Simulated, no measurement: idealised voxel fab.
process module | voxel capacitor over wiring
cross-section cut | 195 nm wide | cells 5 nm
A cross-section is a grid of square cells, given in bands from the top down. A band is one or more rows of cells.
Each band's line starts with the height of the band's top and of its bottom, in nm. Then come its materials from left to right, each with its width in nm. One material with "throughout" fills the band from edge to edge. "air" is empty space.
Height 0 is the level under which the wafer as received is all one material. The lowest band goes on downwards, as in "0 down".
A width such as "30 to 40" changes by the same amount from each row of cells to the next, from the band's top row to its bottom row.
"no change" after a step means that no cell of the cross-section changed.
closed voids: empty space of 8 cells or more with no open way to the top, each as width x height at its distance from the left edge, in nm
after a step's settings: what the simulator itself notes on the step
overlay nm, on a step with a mask: how far to the right of its planned place the mask lay; to the left if negative
plan
1 op RECEIVE | material Si
2 op CONFORMAL_DEP | material SiO2 | thk nm 10
3 op DIRECTIONAL_DEP | material TiN | thk nm 5
4 op DIRECTIONAL_DEP | material W | thk nm 25
5 op DIRECTIONAL_DEP | material aC | thk nm 15
6 op PATTERN | tone cover | mask id METAL_1 | material resist | width nm 30 | pitch nm 85 | thk nm 30 | overlay nm 0
7 op DIRECTIONAL_ETCH | etch materials aC | depth nm 15
8 op STRIP | etch materials resist
9 op DIRECTIONAL_ETCH | etch materials W | depth nm 25
10 op DIRECTIONAL_ETCH | etch materials TiN | depth nm 5
11 op STRIP | etch materials aC
12 op FILL_DEP | material lowk | thk nm 10
13 op CMP | height nm 40
14 op CONFORMAL_DEP | material SiCN | thk nm 5
15 op DIRECTIONAL_DEP | material lowk | thk nm 15
16 op MASKED_ETCH | tone open | mask id PLUG_1 | width nm 15 | etch materials lowk | depth nm 15 | overlay nm 0
17 op MASKED_ETCH | tone open | mask id PLUG_1 | width nm 15 | etch materials SiCN | depth nm 5 | overlay nm 0
18 op EPI | material Ru | thk nm 10
19 op EPI | material Ru | thk nm 10
20 op DIRECTIONAL_DEP | material TiN | thk nm 10
21 op DIRECTIONAL_DEP | material Al2O3 | thk nm 5
22 op DIRECTIONAL_DEP | material TiN | thk nm 10
23 op MASKED_ETCH | tone cover | mask id UPPER_PLATE | width nm 60 | etch materials TiN | depth nm 10 | overlay nm 0
24 op MASKED_ETCH | tone cover | mask id UPPER_PLATE | width nm 60 | etch materials Al2O3 | depth nm 5 | overlay nm 0
25 op DIRECTIONAL_DEP | material aC | thk nm 15
26 op PATTERN | tone cover | mask id LOWER_PLATE | material resist | width nm 70 | thk nm 30 | overlay nm 0
27 op DIRECTIONAL_ETCH | etch materials aC | depth nm 15
28 op STRIP | etch materials resist
29 op DIRECTIONAL_ETCH | etch materials TiN | depth nm 10
30 op STRIP | etch materials aC
31 op FILL_DEP | material SiO2 | thk nm 20
32 op CMP | height nm 100
33 op PATTERN | tone open | mask id PLUG_2 | material resist | width nm 15 | thk nm 15 | overlay nm 0
34 op DIRECTIONAL_ETCH | etch materials SiO2 | depth nm 15
35 op STRIP | etch materials resist
36 op CONFORMAL_DEP | material TiN | thk nm 5
37 op FILL_DEP | material W | thk nm 5
38 op CMP | height nm 100
39 op CONFORMAL_DEP | material SiCN | thk nm 5
as received, after step 1
  0 down: Si throughout
  closed voids: none
first wafer at the end, as planned
  105 to 100: SiCN throughout
  100 to 90: SiO2 65 | TiN 5 | W 5 | TiN 5 | SiO2 115
  90 to 85: SiO2 65 | TiN 15 | SiO2 115
  85 to 75: SiO2 55 | TiN 60 | SiO2 80
  75 to 70: SiO2 55 | Al2O3 60 | SiO2 80
  70 to 60: SiO2 50 | TiN 70 | SiO2 75
  60 to 45: lowk 55 | Ru 15 | lowk 125
  45 to 40: SiCN 55 | Ru 15 | SiCN 125
  40 to 15: lowk 40 | W 30 | lowk 55 | W 30 | lowk 40
  15 to 10: lowk 40 | TiN 30 | lowk 55 | TiN 30 | lowk 40
  10 to 0: SiO2 throughout
  0 down: Si throughout
  closed voids: none
second wafer at the end: like start, like plan, one mistake
  105 to 100: SiCN throughout
  100 to 90: SiO2 65 | TiN 5 | W 5 | TiN 5 | SiO2 115
  90 to 85: SiO2 65 | TiN 15 | SiO2 115
  85 to 75: SiO2 55 | TiN 60 | SiO2 80
  75 to 70: Ru throughout
  70 to 60: TiN throughout
  60 to 45: lowk 55 | Ru 15 | lowk 125
  45 to 40: SiCN 55 | Ru 15 | SiCN 125
  40 to 15: lowk 40 | W 30 | lowk 55 | W 30 | lowk 40
  15 to 10: lowk 40 | TiN 30 | lowk 55 | TiN 30 | lowk 40
  10 to 0: SiO2 throughout
  0 down: Si throughout
  closed voids: none
what went wrong: step 21 ran as: op DIRECTIONAL_DEP | material Ru | thk nm 5
at the end the second wafer has, in cells: 12 fewer of Al2O3 | 39 more of Ru | 77 fewer of SiO2 | 50 more of TiN
